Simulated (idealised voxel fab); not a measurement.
process module | voxel ribs on slabs
cross-section cut | 195 nm wide | cells 5 nm
A cross-section is a grid of square cells, given in bands from the top down. A band is one or more rows of cells.
Each band's line starts with the height of the band's top and of its bottom, in nm. Then come its materials from left to right, each with its width in nm. One material with "throughout" fills the band from edge to edge. "air" is empty space.
Height 0 is the level under which the wafer as received is all one material. The lowest band goes on downwards, as in "0 down".
A width such as "30 to 40" changes by the same amount from each row of cells to the next, from the band's top row to its bottom row.
"no change" after a step means that no cell of the cross-section changed.
closed voids: empty space of 8 cells or more with no open way to the top, each as width x height at its distance from the left edge, in nm
after a step's settings: what the simulator itself notes on the step
overlay nm, on a step with a mask: how far to the right of its planned place the mask lay; to the left if negative
plan
1 op RECEIVE | material Si
2 op DIRECTIONAL_DEP | material SiO2 | thk nm 20
3 op DIRECTIONAL_DEP | material SiN | thk nm 20
4 op PATTERN | tone cover | mask id RIB | material resist | width nm 30 | thk nm 20 | overlay nm 0
5 op DIRECTIONAL_ETCH | etch materials SiN | depth nm 10
6 op STRIP | etch materials resist
7 op PATTERN | tone cover | mask id SLAB | material resist | width nm 60 | thk nm 15 | overlay nm 0
8 op DIRECTIONAL_ETCH | etch materials SiN | depth nm 10
9 op STRIP | etch materials resist
10 op FILL_DEP | material SiO2 | thk nm 25
11 op CMP | height nm 55
12 op DIRECTIONAL_DEP | material W | thk nm 5
13 op PATTERN | tone cover | mask id HEATER | material resist | width nm 40 | thk nm 20 | overlay nm 0
14 op DIRECTIONAL_ETCH | etch materials W | depth nm 5
15 op STRIP | etch materials resist
16 op CONFORMAL_DEP | material SiN | thk nm 5
as received, after step 1
  0 down: Si throughout
  closed voids: none
first wafer at the end, as planned
  65 to 60: air 70 | SiN 50 | air 75
  60 to 55: SiN 75 | W 40 | SiN 80
  55 to 40: SiO2 throughout
  40 to 30: SiO2 80 | SiN 30 | SiO2 85
  30 to 20: SiO2 65 | SiN 60 | SiO2 70
  20 to 0: SiO2 throughout
  0 down: Si throughout
  closed voids: none
second wafer at the end: like start, like plan, one mistake
  65 to 60: air 70 | SiN 50 | air 75
  60 to 55: SiN 75 | W 40 | SiN 80
  55 to 40: SiO2 throughout
  40 to 30: SiO2 80 | SiN 30 | SiO2 85
  30 to 20: SiO2 65 | SiN 65 | SiO2 65
  20 to 0: SiO2 throughout
  0 down: Si throughout
  closed voids: none
what went wrong: step 7 ran as: op PATTERN | tone cover | mask id SLAB | material resist | width nm 65 | thk nm 15 | overlay nm 0
at the end the second wafer has, in cells: 2 more of SiN | 2 fewer of SiO2
